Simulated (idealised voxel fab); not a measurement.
Process module, titled voxel released beams
We display cut, a cross-section 275 nm in width whose square cells are each 5 nm.
This document writes a cross-section as a grid whose cells are square, and gives it as bands, listed from the top down; one or more rows of cells form a band.
It is stipulated that each band's entry specify, in nanometres, the height of the top of the band and then that of its bottom, followed by the materials of the band in left-to-right sequence, each together with its width in nanometres. A single material marked by the word "full width" is understood to fill the band from edge to edge; the word "empty" is understood to denote empty space.
Note: height 0 marks the level under which the wafer is uniformly one material as received. Lowest band unbounded below, written "0..down".
The two numbers in a width such as "30..40" mark its ends across the band: the first belongs to the top row of cells, the second to the bottom row, and from each row to the next the width moves by the same amount.
"no alterations made" for a step: no cell of the cross-section changed in that step.
Listed in "Closed void table": every empty space of 8 or more cells without an open way to the top. Form: width x height at distance, the distance being from the left edge, all in nm.
If you see something after the settings on a step's line, that's the simulator's own remark about that step.
What "overlay nm" on a step's line means: if the step has a mask, that mask lay this far to the right of its planned place, or, when the value is negative, to the left.
Steps in the process plan
1: op RECEIVE | material Si
2: op CONFORMAL_DEP | material SiN | thk nm 10
3: op DIRECTIONAL_DEP | material SiO2 | thk nm 20
4: op DIRECTIONAL_DEP | material aC | thk nm 15
5: op PATTERN | tone open | mask id ANCHOR | material resist | width nm 30 | thk nm 35 | overlay nm -15
6: op DIRECTIONAL_ETCH | etch materials aC | depth nm 15
7: op STRIP | etch materials resist
8: op DIRECTIONAL_ETCH | etch materials SiO2 | depth nm 20
9: op STRIP | etch materials aC
10: op CONFORMAL_DEP | material TiN | thk nm 10
11: op PATTERN | tone cover | mask id BEAM | material resist | width nm 75 | thk nm 15 | overlay nm 0
12: op DIRECTIONAL_ETCH | etch materials TiN | depth nm 10
13: op STRIP | etch materials resist
14: op STRIP | etch materials SiO2
The overlay nm used in step 5 is not the same on every wafer, whereas the starting condition is; the value printed in the plan is the first wafer's.
Incoming state of the first of several wafers in cross-section: after step 1
> 0..down = Si full width
> Closed void table: none
The first of several wafers, seen in cross-section after the module's last step, step 14
> 40..30 = empty (105); TiN (65); empty (105)
> 30..20 = empty (85); TiN (10); empty (10); TiN (10); empty (160)
> 20..10 = empty (85); TiN (30); empty (160)
> 10..0 = SiN full width
> 0..down = Si full width
> Closed void table: none
Of the several wafers, the last: cross-section at the end of the module
> 40..30 = empty (95); TiN (30); empty (10); TiN (35); empty (105)
> 30..20 = empty (115); TiN (10); empty (10); TiN (10); empty (130)
> 20..10 = empty (115); TiN (30); empty (130)
> 10..0 = SiN full width
> 0..down = Si full width
> Closed void table: none
Note: the following table is arranged by wafer, a row apiece. Each row reports the end-of-module state: per material, cells gained (+) or cells lost (-) compared with the wafer as received; closed voids follow
overlay nm -15; +110 SiN; +46 TiN; Closed void table: none
overlay nm -10; +110 SiN; +46 TiN; Closed void table: none
overlay nm -5; +110 SiN; +46 TiN; Closed void table: none
overlay nm 0; +110 SiN; +46 TiN; Closed void table: none
overlay nm 5; +110 SiN; +46 TiN; Closed void table: none
overlay nm 10; +110 SiN; +46 TiN; Closed void table: none
overlay nm 15; +110 SiN; +46 TiN; Closed void table: none
